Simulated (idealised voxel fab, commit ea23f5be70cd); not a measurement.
Documented hereafter: the process module known as voxel self aligned contacts.
Cross-sectional view cut (width: 220 nm; square cell size: 5 nm).
Reading order for cross-sections: top band down to bottom band. Underlying form: a grid of square cells. Band size: one or more rows of cells. Band: top and bottom heights (nm) first, top before bottom; then materials from left to right, widths in nm. "edge to edge" marks a sole material filling the band edge to edge. "air" denotes empty space. Height reference: 0 = level under which incoming wafer is all one material. Lowest band: no bottom, runs on downward, e.g. "from 0 down". Per-row width for "30->40": begins at first number (top row of band), ends at second number (bottom row), increment between rows held constant. Reading "remains unaltered" for a step: not a cell of the cross-section changed in it. Each empty space that has no open way to the top and spans at least 8 cells appears under "Sealed cavities" as width x height at distance, the distance counted from the left edge, all in nm. Text after the settings on a step's line: the simulator's own remark on that step. overlay nm: mask offset rightward from planned place, masked step; negative means leftward offset.

## Here's what the planned process steps look like
1: op RECEIVE | material Si
2: op OXIDIZE | depth nm 5
3: op DIRECTIONAL_DEP | material polySi | thk nm 25
4: op DIRECTIONAL_DEP | material SiN | thk nm 20
5: op PATTERN | tone cover | mask id GATE | material resist | width nm 25 | pitch nm 55 | thk nm 20 | overlay nm 0
6: op DIRECTIONAL_ETCH | etch materials SiN | depth nm 20
7: op DIRECTIONAL_ETCH | etch materials polySi | depth nm 25
8: op STRIP | etch materials resist
9: op CONFORMAL_DEP | material SiN | thk nm 5
10: op DIRECTIONAL_ETCH | etch materials SiN | depth nm 5
11: op FILL_DEP | material SiO2 | thk nm 15
12: op CMP | height nm 50
13: op PATTERN | tone open | mask id CONTACT | material resist | width nm 40 | thk nm 20 | overlay nm 0
14: op DIRECTIONAL_ETCH | etch materials SiO2 | depth nm 55
15: op STRIP | etch materials resist
16: op CONFORMAL_DEP | material TiN | thk nm 5
17: op FILL_DEP | material Ru | thk nm 10
18: op CMP | height nm 50
19: op CONFORMAL_DEP | material SiN | thk nm 5

## What follows covers the first of two wafers; it ran as planned

## Shown in cross-section is the wafer as received, that is, as it stands after step 1
from 0 down  Si edge to edge
Sealed cavities: none

## You're looking at a cross-section of the wafer after step 2
from 0 to -5  SiO2 edge to edge
Note: structure below -5 unchanged.

## You're looking at a cross-section of the wafer after step 3
from 25 to 0  polySi edge to edge
Note: structure below 0 unchanged.

## You're looking at a cross-section of the wafer after step 4
from 45 to 25  SiN edge to edge
Note: structure below 25 unchanged.

## You're looking at a cross-section of the wafer after step 5
from 65 to 45  70 nm air, 25 nm resist, 30 nm air, 25 nm resist, 70 nm air
Note: structure below 45 unchanged.

## You're looking at a cross-section of the wafer after step 6
from 65 to 45  70 nm air, 25 nm resist, 30 nm air, 25 nm resist, 70 nm air
from 45 to 25  70 nm air, 25 nm SiN, 30 nm air, 25 nm SiN, 70 nm air
Note: structure below 25 unchanged.

## You're looking at a cross-section of the wafer after step 7
from 65 to 45  70 nm air, 25 nm resist, 30 nm air, 25 nm resist, 70 nm air
from 45 to 25  70 nm air, 25 nm SiN, 30 nm air, 25 nm SiN, 70 nm air
from 25 to 0  70 nm air, 25 nm polySi, 30 nm air, 25 nm polySi, 70 nm air
Note: structure below 0 unchanged.

## You're looking at a cross-section of the wafer after step 8
from 45 to 25  70 nm air, 25 nm SiN, 30 nm air, 25 nm SiN, 70 nm air
Note: structure below 25 unchanged.

## You're looking at a cross-section of the wafer after step 9
from 50 to 25  65 nm air, 35 nm SiN, 20 nm air, 35 nm SiN, 65 nm air
from 25 to 5  65 nm air, 5 nm SiN, 25 nm polySi, 5 nm SiN, 20 nm air, 5 nm SiN, 25 nm polySi, 5 nm SiN, 65 nm air
from 5 to 0  70 nm SiN, 25 nm polySi, 30 nm SiN, 25 nm polySi, 70 nm SiN
Note: structure below 0 unchanged.

## You're looking at a cross-section of the wafer after step 10
from 45 to 25  65 nm air, 35 nm SiN, 20 nm air, 35 nm SiN, 65 nm air
from 25 to 0  65 nm air, 5 nm SiN, 25 nm polySi, 5 nm SiN, 20 nm air, 5 nm SiN, 25 nm polySi, 5 nm SiN, 65 nm air
Note: structure below 0 unchanged.

## You're looking at a cross-section of the wafer after step 11
from 60 to 45  SiO2 edge to edge
from 45 to 25  65 nm SiO2, 35 nm SiN, 20 nm SiO2, 35 nm SiN, 65 nm SiO2
from 25 to 0  65 nm SiO2, 5 nm SiN, 25 nm polySi, 5 nm SiN, 20 nm SiO2, 5 nm SiN, 25 nm polySi, 5 nm SiN, 65 nm SiO2
Note: structure below 0 unchanged.

## You're looking at a cross-section of the wafer after step 12
from 50 to 45  SiO2 edge to edge
Note: structure below 45 unchanged.

## You're looking at a cross-section of the wafer after step 13
from 70 to 50  90 nm resist, 40 nm air, 90 nm resist
Note: structure below 50 unchanged.

## You're looking at a cross-section of the wafer after step 14
from 70 to 50  90 nm resist, 40 nm air, 90 nm resist
from 50 to 45  90 nm SiO2, 40 nm air, 90 nm SiO2
from 45 to 25  65 nm SiO2, 35 nm SiN, 20 nm air, 35 nm SiN, 65 nm SiO2
from 25 to 0  65 nm SiO2, 5 nm SiN, 25 nm polySi, 5 nm SiN, 20 nm air, 5 nm SiN, 25 nm polySi, 5 nm SiN, 65 nm SiO2
from 0 to -5  100 nm SiO2, 20 nm air, 100 nm SiO2
Note: structure below -5 unchanged.

## You're looking at a cross-section of the wafer after step 15
from 50 to 45  90 nm SiO2, 40 nm air, 90 nm SiO2
Note: structure below 45 unchanged.

## You're looking at a cross-section of the wafer after step 16
from 55 to 50  95 nm TiN, 30 nm air, 95 nm TiN
from 50 to 45  90 nm SiO2, 15 nm TiN, 10 nm air, 15 nm TiN, 90 nm SiO2
from 45 to 25  65 nm SiO2, 35 nm SiN, 5 nm TiN, 10 nm air, 5 nm TiN, 35 nm SiN, 65 nm SiO2
from 25 to 0  65 nm SiO2, 5 nm SiN, 25 nm polySi, 5 nm SiN, 5 nm TiN, 10 nm air, 5 nm TiN, 5 nm SiN, 25 nm polySi, 5 nm SiN, 65 nm SiO2
from 0 to -5  100 nm SiO2, 20 nm TiN, 100 nm SiO2
Note: structure below -5 unchanged.

## You're looking at a cross-section of the wafer after step 17
from 65 to 55  Ru edge to edge
from 55 to 50  95 nm TiN, 30 nm Ru, 95 nm TiN
from 50 to 45  90 nm SiO2, 15 nm TiN, 10 nm Ru, 15 nm TiN, 90 nm SiO2
from 45 to 25  65 nm SiO2, 35 nm SiN, 5 nm TiN, 10 nm Ru, 5 nm TiN, 35 nm SiN, 65 nm SiO2
from 25 to 0  65 nm SiO2, 5 nm SiN, 25 nm polySi, 5 nm SiN, 5 nm TiN, 10 nm Ru, 5 nm TiN, 5 nm SiN, 25 nm polySi, 5 nm SiN, 65 nm SiO2
Note: structure below 0 unchanged.

## You're looking at a cross-section of the wafer after step 18
from 50 to 45  90 nm SiO2, 15 nm TiN, 10 nm Ru, 15 nm TiN, 90 nm SiO2
Note: structure below 45 unchanged.

## You're looking at a cross-section of the wafer after step 19
from 55 to 50  SiN edge to edge
Note: structure below 50 unchanged.

## It is to be noted that the second wafer proceeded from the same initial state and according to the same plan as the first, although one mistake was committed in its execution; through step 8, inclusive, the two wafers share an identical history

## The second wafer in cross-section, at the planned close of step 9
from 50 to 45  65 nm air, 35 nm TiN, 20 nm air, 35 nm TiN, 65 nm air
from 45 to 25  65 nm air, 5 nm TiN, 25 nm SiN, 5 nm TiN, 20 nm air, 5 nm TiN, 25 nm SiN, 5 nm TiN, 65 nm air
from 25 to 5  65 nm air, 5 nm TiN, 25 nm polySi, 5 nm TiN, 20 nm air, 5 nm TiN, 25 nm polySi, 5 nm TiN, 65 nm air
from 5 to 0  70 nm TiN, 25 nm polySi, 30 nm TiN, 25 nm polySi, 70 nm TiN
Note: structure below 0 unchanged.

The second wafer in cross-section, at the planned close of step 10: remains unaltered

## The second wafer in cross-section, at the planned close of step 11
from 65 to 50  SiO2 edge to edge
from 50 to 45  65 nm SiO2, 35 nm TiN, 20 nm SiO2, 35 nm TiN, 65 nm SiO2
from 45 to 25  65 nm SiO2, 5 nm TiN, 25 nm SiN, 5 nm TiN, 20 nm SiO2, 5 nm TiN, 25 nm SiN, 5 nm TiN, 65 nm SiO2
from 25 to 5  65 nm SiO2, 5 nm TiN, 25 nm polySi, 5 nm TiN, 20 nm SiO2, 5 nm TiN, 25 nm polySi, 5 nm TiN, 65 nm SiO2
Note: structure below 5 unchanged.

## The second wafer in cross-section, at the planned close of step 12
from 50 to 45  65 nm SiO2, 35 nm TiN, 20 nm SiO2, 35 nm TiN, 65 nm SiO2
Note: structure below 45 unchanged.

## The second wafer in cross-section, at the planned close of step 13
from 70 to 50  90 nm resist, 40 nm air, 90 nm resist
Note: structure below 50 unchanged.

## The second wafer in cross-section, at the planned close of step 14
from 70 to 50  90 nm resist, 40 nm air, 90 nm resist
from 50 to 45  65 nm SiO2, 35 nm TiN, 20 nm air, 35 nm TiN, 65 nm SiO2
from 45 to 25  65 nm SiO2, 5 nm TiN, 25 nm SiN, 5 nm TiN, 20 nm air, 5 nm TiN, 25 nm SiN, 5 nm TiN, 65 nm SiO2
from 25 to 5  65 nm SiO2, 5 nm TiN, 25 nm polySi, 5 nm TiN, 20 nm air, 5 nm TiN, 25 nm polySi, 5 nm TiN, 65 nm SiO2
Note: structure below 5 unchanged.

## The second wafer in cross-section, at the planned close of step 15
from 50 to 45  65 nm SiO2, 35 nm TiN, 20 nm air, 35 nm TiN, 65 nm SiO2
Note: structure below 45 unchanged.

## The second wafer in cross-section, at the planned close of step 16
from 55 to 50  105 nm TiN, 10 nm air, 105 nm TiN
from 50 to 45  65 nm SiO2, 40 nm TiN, 10 nm air, 40 nm TiN, 65 nm SiO2
from 45 to 25  65 nm SiO2, 5 nm TiN, 25 nm SiN, 10 nm TiN, 10 nm air, 10 nm TiN, 25 nm SiN, 5 nm TiN, 65 nm SiO2
from 25 to 10  65 nm SiO2, 5 nm TiN, 25 nm polySi, 10 nm TiN, 10 nm air, 10 nm TiN, 25 nm polySi, 5 nm TiN, 65 nm SiO2
from 10 to 5  65 nm SiO2, 5 nm TiN, 25 nm polySi, 30 nm TiN, 25 nm polySi, 5 nm TiN, 65 nm SiO2
Note: structure below 5 unchanged.

## The second wafer in cross-section, at the planned close of step 17
from 65 to 55  Ru edge to edge
from 55 to 50  105 nm TiN, 10 nm Ru, 105 nm TiN
from 50 to 45  65 nm SiO2, 40 nm TiN, 10 nm Ru, 40 nm TiN, 65 nm SiO2
from 45 to 25  65 nm SiO2, 5 nm TiN, 25 nm SiN, 10 nm TiN, 10 nm Ru, 10 nm TiN, 25 nm SiN, 5 nm TiN, 65 nm SiO2
from 25 to 10  65 nm SiO2, 5 nm TiN, 25 nm polySi, 10 nm TiN, 10 nm Ru, 10 nm TiN, 25 nm polySi, 5 nm TiN, 65 nm SiO2
Note: structure below 10 unchanged.

## The second wafer in cross-section, at the planned close of step 18
from 50 to 45  65 nm SiO2, 40 nm TiN, 10 nm Ru, 40 nm TiN, 65 nm SiO2
Note: structure below 45 unchanged.

## The second wafer in cross-section, at the planned close of step 19
from 55 to 50  SiN edge to edge
Note: structure below 50 unchanged.
Diagnosis: step 9 did not use the planned setting and instead ran as op CONFORMAL_DEP | material TiN | thk nm 5
Materials where the second wafer ends with more or fewer cells than the first: Ru: 4 fewer; SiN: 36 fewer; SiO2: 32 fewer; TiN: 72 more
